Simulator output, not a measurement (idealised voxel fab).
Process module name: voxel released beams
For reference, the cross-section in this document is cut, with width 205 nm and square cells of 5 nm.
Cross-section = grid of square cells, listed top down in bands; band = one or more rows.
Basically the band line says how high the top is and how high the bottom is, in nm, and then what's in it from left to right, every material with its width in nm. Empty space shows up as "blank", and if a single material carries "edge to edge" it runs the full band edge to edge.
The level at which height equals 0 is the one under which the wafer, as it arrives, is entirely one material. No lower edge exists for the bottom band, which continues downward and is notated as in "0..down".
A two-number width, for instance "30->40", indicates that the width is equal to the first number in the top row of the band and to the second number in the bottom row, and that it changes by a constant amount per row of cells.
Reading "nothing different" for a step: not a cell of the cross-section changed in it.
Closed empty spaces (no open way to the top) of 8 cells or more are what "Enclosed empty spaces" lists, each as width x height at distance from the left edge, nm for all three.
Read whatever lies past the settings on a step's line as the simulator's own remark about the step.
Regarding "overlay nm": on a step with a mask, it is the distance the mask lay to the right of its planned place; a negative value places it to the left.

[The steps planned for the process are as follows]
1,RECEIVE [material Si]
2,CONFORMAL_DEP [material Al2O3] [thk nm 10]
3,DIRECTIONAL_DEP [material SiO2] [thk nm 15]
4,PATTERN [tone open] [mask id ANCHOR] [material resist] [width nm 35] [thk nm 20] [overlay nm 0]
5,DIRECTIONAL_ETCH [etch materials SiO2] [depth nm 15]
6,STRIP [etch materials resist]
7,CONFORMAL_DEP [material polySi] [thk nm 10]
8,DIRECTIONAL_DEP [material aC] [thk nm 10]
9,PATTERN [tone cover] [mask id BEAM] [material resist] [width nm 100] [thk nm 30] [overlay nm 0]
10,DIRECTIONAL_ETCH [etch materials aC] [depth nm 10]
11,STRIP [etch materials resist]
12,DIRECTIONAL_ETCH [etch materials polySi] [depth nm 10]
13,STRIP [etch materials aC]
14,STRIP [etch materials SiO2]

[First of two wafers, with the run carried out as planned]

[The cross-section here shows the wafer as received, i.e. in its state after step 1]
  0..down: Si edge to edge
  Enclosed empty spaces: none

[Take a look at the wafer's cross-section after step 2]
  10..0: Al2O3 edge to edge
  Whatever lies below 0 is exactly as it was before.

[Take a look at the wafer's cross-section after step 3]
  25..10: SiO2 edge to edge
  Whatever lies below 10 is exactly as it was before.

[Take a look at the wafer's cross-section after step 4]
  45..25: resist (55) | blank (35) | resist (115)
  Whatever lies below 25 is exactly as it was before.

[Take a look at the wafer's cross-section after step 5]
  45..25: resist (55) | blank (35) | resist (115)
  25..10: SiO2 (55) | blank (35) | SiO2 (115)
  Whatever lies below 10 is exactly as it was before.

[Take a look at the wafer's cross-section after step 6]
  25..10: SiO2 (55) | blank (35) | SiO2 (115)
  Whatever lies below 10 is exactly as it was before.

[Take a look at the wafer's cross-section after step 7]
  35..25: polySi (65) | blank (15) | polySi (125)
  25..20: SiO2 (55) | polySi (10) | blank (15) | polySi (10) | SiO2 (115)
  20..10: SiO2 (55) | polySi (35) | SiO2 (115)
  Whatever lies below 10 is exactly as it was before.

[Take a look at the wafer's cross-section after step 8]
  45..35: aC (65) | blank (15) | aC (125)
  35..30: polySi (65) | blank (15) | polySi (125)
  30..25: polySi (65) | aC (15) | polySi (125)
  25..20: SiO2 (55) | polySi (10) | aC (15) | polySi (10) | SiO2 (115)
  Whatever lies below 20 is exactly as it was before.

[Take a look at the wafer's cross-section after step 9]
  75..45: blank (50) | resist (100) | blank (55)
  45..35: aC (65) | resist (15) | aC (125)
  35..30: polySi (65) | resist (15) | polySi (125)
  Whatever lies below 30 is exactly as it was before.

[Take a look at the wafer's cross-section after step 10]
  65..45: blank (50) | resist (100) | blank (55)
  45..35: blank (50) | aC (15) | resist (15) | aC (70) | blank (55)
  Whatever lies below 35 is exactly as it was before.

[Take a look at the wafer's cross-section after step 11]
  45..35: blank (50) | aC (15) | blank (15) | aC (70) | blank (55)
  35..30: polySi (65) | blank (15) | polySi (125)
  Whatever lies below 30 is exactly as it was before.

[Take a look at the wafer's cross-section after step 12]
  45..35: blank (50) | aC (15) | blank (15) | aC (70) | blank (55)
  35..30: blank (50) | polySi (15) | blank (15) | polySi (70) | blank (55)
  30..25: blank (50) | polySi (15) | aC (15) | polySi (70) | blank (55)
  Whatever lies below 25 is exactly as it was before.

[Take a look at the wafer's cross-section after step 13]
  35..25: blank (50) | polySi (15) | blank (15) | polySi (70) | blank (55)
  25..20: SiO2 (55) | polySi (10) | blank (15) | polySi (10) | SiO2 (115)
  Whatever lies below 20 is exactly as it was before.

[Take a look at the wafer's cross-section after step 14]
  35..25: blank (50) | polySi (15) | blank (15) | polySi (70) | blank (55)
  25..20: blank (55) | polySi (10) | blank (15) | polySi (10) | blank (115)
  20..10: blank (55) | polySi (35) | blank (115)
  Whatever lies below 10 is exactly as it was before.

[Second wafer. Start and plan as for the first. One mistake made in running. Agrees with the first up to and including step 3]

[Second wafer shown in cross-section at the time step 4 was slated to end]
  45..25: blank (55) | resist (35) | blank (115)
  Whatever lies below 25 is exactly as it was before.

[Second wafer shown in cross-section at the time step 5 was slated to end]
  45..25: blank (55) | resist (35) | blank (115)
  25..10: blank (55) | SiO2 (35) | blank (115)
  Whatever lies below 10 is exactly as it was before.

[Second wafer shown in cross-section at the time step 6 was slated to end]
  25..10: blank (55) | SiO2 (35) | blank (115)
  Whatever lies below 10 is exactly as it was before.

[Second wafer shown in cross-section at the time step 7 was slated to end]
  35..25: blank (45) | polySi (55) | blank (105)
  25..20: blank (45) | polySi (10) | SiO2 (35) | polySi (10) | blank (105)
  20..10: polySi (55) | SiO2 (35) | polySi (115)
  Whatever lies below 10 is exactly as it was before.

[Second wafer shown in cross-section at the time step 8 was slated to end]
  45..35: blank (45) | aC (55) | blank (105)
  35..30: blank (45) | polySi (55) | blank (105)
  30..25: aC (45) | polySi (55) | aC (105)
  25..20: aC (45) | polySi (10) | SiO2 (35) | polySi (10) | aC (105)
  Whatever lies below 20 is exactly as it was before.

[Second wafer shown in cross-section at the time step 9 was slated to end]
  75..45: blank (50) | resist (100) | blank (55)
  45..35: blank (45) | aC (55) | resist (50) | blank (55)
  35..30: blank (45) | polySi (55) | resist (50) | blank (55)
  Whatever lies below 30 is exactly as it was before.

[Second wafer shown in cross-section at the time step 10 was slated to end]
  65..45: blank (50) | resist (100) | blank (55)
  45..35: blank (50) | aC (50) | resist (50) | blank (55)
  35..30: blank (45) | polySi (55) | resist (50) | blank (55)
  30..25: blank (45) | polySi (55) | aC (50) | blank (55)
  25..20: blank (45) | polySi (10) | SiO2 (35) | polySi (10) | aC (50) | blank (55)
  Whatever lies below 20 is exactly as it was before.

[Second wafer shown in cross-section at the time step 11 was slated to end]
  45..35: blank (50) | aC (50) | blank (105)
  35..30: blank (45) | polySi (55) | blank (105)
  Whatever lies below 30 is exactly as it was before.

[Second wafer shown in cross-section at the time step 12 was slated to end]
  45..35: blank (50) | aC (50) | blank (105)
  35..30: blank (50) | polySi (50) | blank (105)
  30..25: blank (50) | polySi (50) | aC (50) | blank (55)
  25..20: blank (45) | polySi (10) | SiO2 (35) | polySi (10) | aC (50) | blank (55)
  20..10: blank (45) | polySi (10) | SiO2 (35) | polySi (60) | blank (55)
  Whatever lies below 10 is exactly as it was before.

[Second wafer shown in cross-section at the time step 13 was slated to end]
  35..25: blank (50) | polySi (50) | blank (105)
  25..20: blank (45) | polySi (10) | SiO2 (35) | polySi (10) | blank (105)
  Whatever lies below 20 is exactly as it was before.

Second wafer shown in cross-section at the time step 14 was slated to end: nothing different
Which mistake was made when the wafer was run? the process deviated at step 4: the operation and settings actually run there were PATTERN [tone cover] [mask id ANCHOR] [material resist] [width nm 35] [thk nm 20] [overlay nm 0]
Counted in cells at the end, the second wafer holds more or fewer of these materials than the first: SiO2 +21
